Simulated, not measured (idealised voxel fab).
This is a process module. Its name is voxel capacitor over wiring.
Displayed cross-section: cut, width of 220 nm, square cells sized 5 nm.
Cross-section, as written here: a square-cell grid given band by band from the top down, where a band holds one or more rows of cells. What a band's entry tells you: where the top is and where the bottom is, as heights in nm, and after that what lies inside, material by material from left to right, each with its width in nm. Empty space is written as the word "blank", and a single material marked with the word "everywhere" occupies the band from edge to edge. Counting heights begins at 0, where everything beneath is, in the wafer as received, one material. The lowest band has no bottom; it goes on downwards, as "0 nm and below" shows. The two numbers in a width such as "30 to 40" mark its ends across the band: the first belongs to the top row of cells, the second to the bottom row, and from each row to the next the width moves by the same amount. You'll sometimes find "no change occurred" written for a step, and that's the way of saying that nowhere in the cross-section did a cell change during that step. "Closed cavity list" means: voids of 8 cells or more that are shut off from the top with no open way through. Written width x height at distance, distance from the left edge, in nm. Whatever follows a step's settings on its line is a remark the simulator itself makes about that step. Among the settings permitted on a step's line is "overlay nm"; applied to a step with a mask, it specifies the extent to which the mask lay to the right of its planned position, whereas a negative figure signifies a position to the left.
Process steps foreseen in the plan
1) RECEIVE | material Si
2) CONFORMAL_DEP | material SiO2 | thk nm 10
3) CONFORMAL_DEP | material SiCN | thk nm 5
4) DIRECTIONAL_DEP | material SiO2 | thk nm 25
5) MASKED_ETCH | tone open | mask id METAL_1 | width nm 30 | pitch nm 85 | etch materials SiO2 | depth nm 25 | overlay nm 0
6) MASKED_ETCH | tone open | mask id METAL_1 | width nm 30 | pitch nm 85 | etch materials SiCN | depth nm 5 | overlay nm 0
7) CONFORMAL_DEP | material TiN | thk nm 5
8) FILL_DEP | material Ru | thk nm 10
9) CMP | height nm 40
10) CONFORMAL_DEP | material SiCN | thk nm 5
11) DIRECTIONAL_DEP | material SiO2 | thk nm 15
12) DIRECTIONAL_DEP | material aC | thk nm 10
13) PATTERN | tone open | mask id PLUG_1 | material resist | width nm 15 | thk nm 30 | overlay nm 0
14) DIRECTIONAL_ETCH | etch materials aC | depth nm 10
15) STRIP | etch materials resist
16) DIRECTIONAL_ETCH | etch materials SiO2 | depth nm 15
17) DIRECTIONAL_ETCH | etch materials SiCN | depth nm 5
18) STRIP | etch materials aC
19) CONFORMAL_DEP | material TiN | thk nm 5
20) FILL_DEP | material Ru | thk nm 10
21) CMP | height nm 60
22) DIRECTIONAL_DEP | material TiN | thk nm 10
23) DIRECTIONAL_DEP | material HfO2 | thk nm 5
24) DIRECTIONAL_DEP | material TiN | thk nm 10
25) DIRECTIONAL_DEP | material aC | thk nm 10
26) PATTERN | tone cover | mask id UPPER_PLATE | material resist | width nm 60 | thk nm 25 | overlay nm 0
27) DIRECTIONAL_ETCH | etch materials aC | depth nm 10
28) STRIP | etch materials resist
29) DIRECTIONAL_ETCH | etch materials TiN | depth nm 10
30) DIRECTIONAL_ETCH | etch materials HfO2 | depth nm 5
31) STRIP | etch materials aC
32) DIRECTIONAL_DEP | material aC | thk nm 15
33) PATTERN | tone cover | mask id LOWER_PLATE | material resist | width nm 70 | thk nm 30 | overlay nm 0
34) DIRECTIONAL_ETCH | etch materials aC | depth nm 15
35) STRIP | etch materials resist
36) DIRECTIONAL_ETCH | etch materials TiN | depth nm 10
37) STRIP | etch materials aC
38) FILL_DEP | material SiO2 | thk nm 15
39) CMP | height nm 95
40) MASKED_ETCH | tone open | mask id PLUG_2 | width nm 15 | etch materials SiO2 | depth nm 10 | overlay nm 0
41) CONFORMAL_DEP | material TiN | thk nm 5
42) FILL_DEP | material W | thk nm 10
43) CMP | height nm 95
44) CONFORMAL_DEP | material SiN | thk nm 5
As received, after step 1
	0 nm and below | Si everywhere
	Closed cavity list: none
Figure: cross-sectional view of the wafer upon completion of the module, processed from the initial state and according to the plan depicted above, with one error introduced during execution
	100 nm to 95 nm | SiN everywhere
	95 nm to 90 nm | SiO2=75 | TiN=5 | W=5 | TiN=5 | SiO2=130
	90 nm to 85 nm | SiO2=75 | TiN=15 | SiO2=130
	85 nm to 75 nm | SiO2=65 | TiN=60 | SiO2=95
	75 nm to 70 nm | SiO2=65 | HfO2=60 | SiO2=95
	70 nm to 60 nm | SiO2=55 | TiN=70 | SiO2=95
	60 nm to 45 nm | SiO2=65 | TiN=5 | Ru=5 | TiN=5 | SiO2=140
	45 nm to 40 nm | SiCN=65 | TiN=15 | SiCN=140
	40 nm to 15 nm | SiO2=50 | TiN=5 | Ru=20 | TiN=5 | SiO2=55 | TiN=5 | Ru=20 | TiN=5 | SiO2=55
	15 nm to 10 nm | SiCN=50 | TiN=30 | SiCN=55 | TiN=30 | SiCN=55
	10 nm to 0 nm | SiO2 everywhere
	0 nm and below | Si everywhere
	Closed cavity list: none
What was done differently from what was planned? rather than as planned, step 33 actually ran as PATTERN | tone cover | mask id LOWER_PLATE | material resist | width nm 70 | thk nm 30 | overlay nm -5
